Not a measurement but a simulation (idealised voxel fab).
A process module follows: voxel gate over fins.
Section shown: cut. Width: 285 nm. Cell size: 5 nm, square.
Cross-section format: a grid of square cells, given as bands from top to bottom; each band is one or more rows of cells. The entry gives the band's vertical extent as a top height and a bottom height in nm, then its horizontal make-up as materials from left to right, each with a width in nm. "empty" stands for empty space; a single material marked "throughout" fills the band edge to edge. For the purposes of this specification, 0 denotes the height below which the wafer in its as-received condition is composed wholly of one material, and the lowermost band, lacking a lower limit, extends downward without end, as expressed in "0 -> down". You'd read "30 to 40" like this: the band's top row of cells is as wide as the first number, its bottom row is as wide as the second, and going down, every row changes width by the same amount as the row before did. It should be understood that the words "nothing altered", when stated for a given step, signify that the cross-section underwent no change in any of its cells during that step. Empty spaces counting at least 8 cells and having no open way to the top are listed in "Enclosed voids". The notation width x height at distance is used for each, the distance being from the left edge and all three values in nm. On a step's line, text after the settings is the simulator commenting on that step. You can add "overlay nm" to a step's line. For a step with a mask, it describes how far the mask lay to the right of its planned position, and a negative number describes a lay to the left.
The planned process steps are enumerated hereunder:
1. RECEIVE (material Si)
2. CONFORMAL_DEP (material SiN; thk nm 10)
3. MASKED_ETCH (tone cover; mask id FINS; width nm 15; pitch nm 40; etch materials SiN; depth nm 10; overlay nm 0)
4. MASKED_ETCH (tone cover; mask id FINS; width nm 15; pitch nm 40; etch materials Si; depth nm 40; overlay nm 0)
5. OXIDIZE (depth nm 5)
6. FILL_DEP (material SiO2; thk nm 10)
7. CMP (height nm 10)
8. SELECTIVE_ETCH (etch materials SiO2; depth nm 25)
9. STRIP (etch materials SiN)
10. CONFORMAL_DEP (material HfO2; thk nm 5)
11. CONFORMAL_DEP (material TiN; thk nm 5)
12. FILL_DEP (material W; thk nm 15)
13. CMP (height nm 20)
14. CONFORMAL_DEP (material SiN; thk nm 5)
Concerning the first of two wafers, which was run in accordance with the plan:
Wafer as received: cross-section following step 1:
* 0 -> down: Si throughout
* Enclosed voids: none
State of the wafer after step 2, shown in cross-section:
* 10 -> 0: SiN throughout
* Everything under 0 stays put, no change at all.
State of the wafer after step 3, shown in cross-section:
* 10 -> 0: 75 nm empty  15 nm SiN  25 nm empty  15 nm SiN  25 nm empty  15 nm SiN  25 nm empty  15 nm SiN  75 nm empty
* Everything under 0 stays put, no change at all.
State of the wafer after step 4, shown in cross-section:
* 10 -> 0: 75 nm empty  15 nm SiN  25 nm empty  15 nm SiN  25 nm empty  15 nm SiN  25 nm empty  15 nm SiN  75 nm empty
* 0 -> -40: 75 nm empty  15 nm Si  25 nm empty  15 nm Si  25 nm empty  15 nm Si  25 nm empty  15 nm Si  75 nm empty
* Everything under -40 stays put, no change at all.
State of the wafer after step 5, shown in cross-section:
* 10 -> 0: 75 nm empty  15 nm SiN  25 nm empty  15 nm SiN  25 nm empty  15 nm SiN  25 nm empty  15 nm SiN  75 nm empty
* 0 -> -40: 75 nm empty  5 nm SiO2  5 nm Si  5 nm SiO2  25 nm empty  5 nm SiO2  5 nm Si  5 nm SiO2  25 nm empty  5 nm SiO2  5 nm Si  5 nm SiO2  25 nm empty  5 nm SiO2  5 nm Si  5 nm SiO2  75 nm empty
* -40 -> -45: 80 nm SiO2  5 nm Si  35 nm SiO2  5 nm Si  35 nm SiO2  5 nm Si  35 nm SiO2  5 nm Si  80 nm SiO2
* Everything under -45 stays put, no change at all.
State of the wafer after step 6, shown in cross-section:
* 20 -> 10: SiO2 throughout
* 10 -> 0: 75 nm SiO2  15 nm SiN  25 nm SiO2  15 nm SiN  25 nm SiO2  15 nm SiN  25 nm SiO2  15 nm SiN  75 nm SiO2
* 0 -> -45: 80 nm SiO2  5 nm Si  35 nm SiO2  5 nm Si  35 nm SiO2  5 nm Si  35 nm SiO2  5 nm Si  80 nm SiO2
* Everything under -45 stays put, no change at all.
State of the wafer after step 7, shown in cross-section:
* 10 -> 0: 75 nm SiO2  15 nm SiN  25 nm SiO2  15 nm SiN  25 nm SiO2  15 nm SiN  25 nm SiO2  15 nm SiN  75 nm SiO2
* Everything under 0 stays put, no change at all.
State of the wafer after step 8, shown in cross-section:
* 10 -> 0: 75 nm empty  15 nm SiN  25 nm empty  15 nm SiN  25 nm empty  15 nm SiN  25 nm empty  15 nm SiN  75 nm empty
* 0 -> -15: 80 nm empty  5 nm Si  35 nm empty  5 nm Si  35 nm empty  5 nm Si  35 nm empty  5 nm Si  80 nm empty
* Everything under -15 stays put, no change at all.
State of the wafer after step 9, shown in cross-section:
* 0 -> -15: 80 nm empty  5 nm Si  35 nm empty  5 nm Si  35 nm empty  5 nm Si  35 nm empty  5 nm Si  80 nm empty
* Everything under -15 stays put, no change at all.
State of the wafer after step 10, shown in cross-section:
* 5 -> 0: 75 nm empty  15 nm HfO2  25 nm empty  15 nm HfO2  25 nm empty  15 nm HfO2  25 nm empty  15 nm HfO2  75 nm empty
* 0 -> -10: 75 nm empty  5 nm HfO2  5 nm Si  5 nm HfO2  25 nm empty  5 nm HfO2  5 nm Si  5 nm HfO2  25 nm empty  5 nm HfO2  5 nm Si  5 nm HfO2  25 nm empty  5 nm HfO2  5 nm Si  5 nm HfO2  75 nm empty
* -10 -> -15: 80 nm HfO2  5 nm Si  35 nm HfO2  5 nm Si  35 nm HfO2  5 nm Si  35 nm HfO2  5 nm Si  80 nm HfO2
* Everything under -15 stays put, no change at all.
State of the wafer after step 11, shown in cross-section:
* 10 -> 5: 70 nm empty  25 nm TiN  15 nm empty  25 nm TiN  15 nm empty  25 nm TiN  15 nm empty  25 nm TiN  70 nm empty
* 5 -> 0: 70 nm empty  5 nm TiN  15 nm HfO2  5 nm TiN  15 nm empty  5 nm TiN  15 nm HfO2  5 nm TiN  15 nm empty  5 nm TiN  15 nm HfO2  5 nm TiN  15 nm empty  5 nm TiN  15 nm HfO2  5 nm TiN  70 nm empty
* 0 -> -5: 70 nm empty  5 nm TiN  5 nm HfO2  5 nm Si  5 nm HfO2  5 nm TiN  15 nm empty  5 nm TiN  5 nm HfO2  5 nm Si  5 nm HfO2  5 nm TiN  15 nm empty  5 nm TiN  5 nm HfO2  5 nm Si  5 nm HfO2  5 nm TiN  15 nm empty  5 nm TiN  5 nm HfO2  5 nm Si  5 nm HfO2  5 nm TiN  70 nm empty
* -5 -> -10: 75 nm TiN  5 nm HfO2  5 nm Si  5 nm HfO2  25 nm TiN  5 nm HfO2  5 nm Si  5 nm HfO2  25 nm TiN  5 nm HfO2  5 nm Si  5 nm HfO2  25 nm TiN  5 nm HfO2  5 nm Si  5 nm HfO2  75 nm TiN
* Everything under -10 stays put, no change at all.
State of the wafer after step 12, shown in cross-section:
* 25 -> 10: W throughout
* 10 -> 5: 70 nm W  25 nm TiN  15 nm W  25 nm TiN  15 nm W  25 nm TiN  15 nm W  25 nm TiN  70 nm W
* 5 -> 0: 70 nm W  5 nm TiN  15 nm HfO2  5 nm TiN  15 nm W  5 nm TiN  15 nm HfO2  5 nm TiN  15 nm W  5 nm TiN  15 nm HfO2  5 nm TiN  15 nm W  5 nm TiN  15 nm HfO2  5 nm TiN  70 nm W
* 0 -> -5: 70 nm W  5 nm TiN  5 nm HfO2  5 nm Si  5 nm HfO2  5 nm TiN  15 nm W  5 nm TiN  5 nm HfO2  5 nm Si  5 nm HfO2  5 nm TiN  15 nm W  5 nm TiN  5 nm HfO2  5 nm Si  5 nm HfO2  5 nm TiN  15 nm W  5 nm TiN  5 nm HfO2  5 nm Si  5 nm HfO2  5 nm TiN  70 nm W
* Everything under -5 stays put, no change at all.
State of the wafer after step 13, shown in cross-section:
* 20 -> 10: W throughout
* Everything under 10 stays put, no change at all.
State of the wafer after step 14, shown in cross-section:
* 25 -> 20: SiN throughout
* Everything under 20 stays put, no change at all.
Wafer two of two - same starting point, same process plan, one mistake in execution; matches wafer one up to and including step 9:
Second wafer, section view, time point: scheduled end of step 10:
* 5 -> 0: 75 nm empty  15 nm TiN  25 nm empty  15 nm TiN  25 nm empty  15 nm TiN  25 nm empty  15 nm TiN  75 nm empty
* 0 -> -10: 75 nm empty  5 nm TiN  5 nm Si  5 nm TiN  25 nm empty  5 nm TiN  5 nm Si  5 nm TiN  25 nm empty  5 nm TiN  5 nm Si  5 nm TiN  25 nm empty  5 nm TiN  5 nm Si  5 nm TiN  75 nm empty
* -10 -> -15: 80 nm TiN  5 nm Si  35 nm TiN  5 nm Si  35 nm TiN  5 nm Si  35 nm TiN  5 nm Si  80 nm TiN
* Everything under -15 stays put, no change at all.
Second wafer, section view, time point: scheduled end of step 11:
* 10 -> 5: 70 nm empty  25 nm HfO2  15 nm empty  25 nm HfO2  15 nm empty  25 nm HfO2  15 nm empty  25 nm HfO2  70 nm empty
* 5 -> 0: 70 nm empty  5 nm HfO2  15 nm TiN  5 nm HfO2  15 nm empty  5 nm HfO2  15 nm TiN  5 nm HfO2  15 nm empty  5 nm HfO2  15 nm TiN  5 nm HfO2  15 nm empty  5 nm HfO2  15 nm TiN  5 nm HfO2  70 nm empty
* 0 -> -5: 70 nm empty  5 nm HfO2  5 nm TiN  5 nm Si  5 nm TiN  5 nm HfO2  15 nm empty  5 nm HfO2  5 nm TiN  5 nm Si  5 nm TiN  5 nm HfO2  15 nm empty  5 nm HfO2  5 nm TiN  5 nm Si  5 nm TiN  5 nm HfO2  15 nm empty  5 nm HfO2  5 nm TiN  5 nm Si  5 nm TiN  5 nm HfO2  70 nm empty
* -5 -> -10: 75 nm HfO2  5 nm TiN  5 nm Si  5 nm TiN  25 nm HfO2  5 nm TiN  5 nm Si  5 nm TiN  25 nm HfO2  5 nm TiN  5 nm Si  5 nm TiN  25 nm HfO2  5 nm TiN  5 nm Si  5 nm TiN  75 nm HfO2
* Everything under -10 stays put, no change at all.
Second wafer, section view, time point: scheduled end of step 12:
* 25 -> 10: W throughout
* 10 -> 5: 70 nm W  25 nm HfO2  15 nm W  25 nm HfO2  15 nm W  25 nm HfO2  15 nm W  25 nm HfO2  70 nm W
* 5 -> 0: 70 nm W  5 nm HfO2  15 nm TiN  5 nm HfO2  15 nm W  5 nm HfO2  15 nm TiN  5 nm HfO2  15 nm W  5 nm HfO2  15 nm TiN  5 nm HfO2  15 nm W  5 nm HfO2  15 nm TiN  5 nm HfO2  70 nm W
* 0 -> -5: 70 nm W  5 nm HfO2  5 nm TiN  5 nm Si  5 nm TiN  5 nm HfO2  15 nm W  5 nm HfO2  5 nm TiN  5 nm Si  5 nm TiN  5 nm HfO2  15 nm W  5 nm HfO2  5 nm TiN  5 nm Si  5 nm TiN  5 nm HfO2  15 nm W  5 nm HfO2  5 nm TiN  5 nm Si  5 nm TiN  5 nm HfO2  70 nm W
* Everything under -5 stays put, no change at all.
Second wafer, section view, time point: scheduled end of step 13:
* 20 -> 10: W throughout
* Everything under 10 stays put, no change at all.
Second wafer, section view, time point: scheduled end of step 14:
* 25 -> 20: SiN throughout
* Everything under 20 stays put, no change at all.
Deviation noted in wafer processing: plan vs actual: 10 and 11 interchanged
At the end, the second wafer has the same number of cells of each material as the first, but those cells sit in other places.
